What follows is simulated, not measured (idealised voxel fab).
The following process module bears the name voxel released beams.
The cross-section shown here is cut; it is 160 nm wide and divided into square cells measuring 5 nm on a side.
Cross-section, as written here: a square-cell grid given band by band from the top down, where a band holds one or more rows of cells.
For a band, the entry starts with two heights in nm, that of the top and then that of the bottom, and carries on with the band's materials in order from left to right, each alongside its width in nm; the word "everywhere" beside a single material means it fills the band edge to edge, and "empty" means empty space.
Heights are reckoned from 0. Under this level, the received wafer is all of one material. The bottommost band is open-ended downward, for example "0 and below".
A two-number width, for instance "30..40", indicates that the width is equal to the first number in the top row of the band and to the second number in the bottom row, and that it changes by a constant amount per row of cells.
Step note "everything unchanged" = no cross-section cell changed.
"Fully sealed cavities" specifies each empty space that is not open to the top and that occupies no fewer than 8 cells, using the form width x height at distance, the distance measured from the left edge and all three quantities in nm.
The remark found on a step's line after its settings is issued by the simulator itself and pertains to that step.
A step line may carry the setting "overlay nm", which, for steps involving a mask, states the distance by which the mask lay to the right of its intended position; negative values denote displacement to the left.

SO HERE'S THE LINEUP OF PROCESS STEPS WE PLANNED
- 1: RECEIVE (material Si)
- 2: CONFORMAL_DEP (material Al2O3; thk nm 10)
- 3: DIRECTIONAL_DEP (material SiO2; thk nm 10)
- 4: PATTERN (tone open; mask id ANCHOR; material resist; width nm 30; thk nm 15; overlay nm 0)
- 5: DIRECTIONAL_ETCH (etch materials SiO2; depth nm 10)
- 6: STRIP (etch materials resist)
- 7: CONFORMAL_DEP (material SiN; thk nm 10)
- 8: DIRECTIONAL_DEP (material aC; thk nm 15)
- 9: PATTERN (tone cover; mask id BEAM; material resist; width nm 95; thk nm 30; overlay nm 0)
- 10: DIRECTIONAL_ETCH (etch materials aC; depth nm 15)
- 11: STRIP (etch materials resist)
- 12: DIRECTIONAL_ETCH (etch materials SiN; depth nm 10)
- 13: STRIP (etch materials aC)
- 14: STRIP (etch materials SiO2)

WAFER CROSS-SECTION ON RECEIPT, I.E. AFTER STEP 1
    0 and below = Si everywhere
    Fully sealed cavities: none

END-OF-MODULE CROSS-SECTION. STARTING STRUCTURE AND PROCESS PLAN AS ABOVE; ONE MISTAKE MADE IN RUNNING IT
    30 down to 20 = empty (30); SiN (95); empty (35)
    20 down to 10 = Al2O3 everywhere
    10 down to 0 = SiO2 everywhere
    0 and below = Si everywhere
    Fully sealed cavities: none
What was done differently from what was planned? step 3 occupied the plan position of step 2, and the converse holds as well
